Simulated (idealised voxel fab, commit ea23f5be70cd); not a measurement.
Process module, titled voxel gate over fins
The cross-section shown here is cut; it is 235 nm wide and divided into square cells measuring 5 nm on a side.
If you're reading a cross-section in this doc, picture square cells in a grid; it comes to you as bands, top ones listed first down to the bottom, and a band can be one or more rows of cells.
The band entry comprises the height of the band's top followed by the height of its bottom, expressed in nm, and subsequently the band's materials from left to right, each stated together with its width in nm. Where a single material is marked with the word "throughout", that material fills the band from edge to edge. The word "blank" represents empty space.
Heights from 0 (as-received wafer is one material below). Bottom band endless downward, as "0 and below".
You'd read "30->40" like this: the band's top row of cells is as wide as the first number, its bottom row is as wide as the second, and going down, every row changes width by the same amount as the row before did.
"no modifications" -> step changed no cross-section cell.
Cavities, sealed: empty space of 8 cells or more with no open way to the top, each as width x height at its distance from the left edge, in nm
On each step's line, the part that comes after the settings is the simulator's own comment on the step.
A step line may carry the setting "overlay nm", which, for steps involving a mask, states the distance by which the mask lay to the right of its intended position; negative values denote displacement to the left.

Here's what the planned process steps look like
1. RECEIVE,material Si
2. CONFORMAL_DEP,material SiN,thk nm 10
3. DIRECTIONAL_DEP,material aC,thk nm 15
4. PATTERN,tone cover,mask id FINS,material resist,width nm 15,pitch nm 40,thk nm 35,overlay nm 0
5. DIRECTIONAL_ETCH,etch materials aC,depth nm 15
6. STRIP,etch materials resist
7. DIRECTIONAL_ETCH,etch materials SiN,depth nm 10
8. DIRECTIONAL_ETCH,etch materials Si,depth nm 40
9. STRIP,etch materials aC
10. FILL_DEP,material SiO2,thk nm 5
11. CMP,height nm 10
12. SELECTIVE_ETCH,etch materials SiO2,depth nm 25
13. STRIP,etch materials SiN
14. CONFORMAL_DEP,material HfO2,thk nm 5
15. CONFORMAL_DEP,material TiN,thk nm 5
16. CONFORMAL_DEP,material TiAl,thk nm 5
17. CONFORMAL_DEP,material TiN,thk nm 5
18. FILL_DEP,material W,thk nm 10
19. CMP,height nm 25
20. CONFORMAL_DEP,material SiN,thk nm 10

Wafer cross-section on receipt, i.e. after step 1
	0 and below: Si throughout
	Cavities, sealed: none

One mistake in running the module, otherwise start and plan as above: cross-section at the end
	35 down to 25: SiN throughout
	25 down to 20: W throughout
	20 down to 15: W=65 / TiN=95 / W=75
	15 down to 10: W=65 / TiN=5 / TiAl=85 / TiN=5 / W=75
	10 down to 5: W=65 / TiN=5 / TiAl=5 / TiN=35 / TiAl=5 / TiN=35 / TiAl=5 / TiN=5 / W=75
	5 down to 0: TiN=70 / TiAl=5 / TiN=5 / HfO2=25 / TiN=5 / TiAl=5 / TiN=5 / HfO2=25 / TiN=5 / TiAl=5 / TiN=80
	0 down to -5: TiAl=75 / TiN=5 / HfO2=5 / Si=15 / HfO2=5 / TiN=5 / TiAl=5 / TiN=5 / HfO2=5 / Si=15 / HfO2=5 / TiN=5 / TiAl=85
	-5 down to -10: TiN=80 / HfO2=5 / Si=15 / HfO2=5 / TiN=15 / HfO2=5 / Si=15 / HfO2=5 / TiN=90
	-10 down to -15: HfO2=85 / Si=15 / HfO2=25 / Si=15 / HfO2=95
	-15 down to -40: SiO2=85 / Si=15 / SiO2=25 / Si=15 / SiO2=95
	-40 and below: Si throughout
	Cavities, sealed: none
Which mistake was made when the wafer was run? step 4 changed vs plan, executed as PATTERN,tone cover,mask id FINS,material resist,width nm 15,pitch nm 40,thk nm 35,overlay nm -5
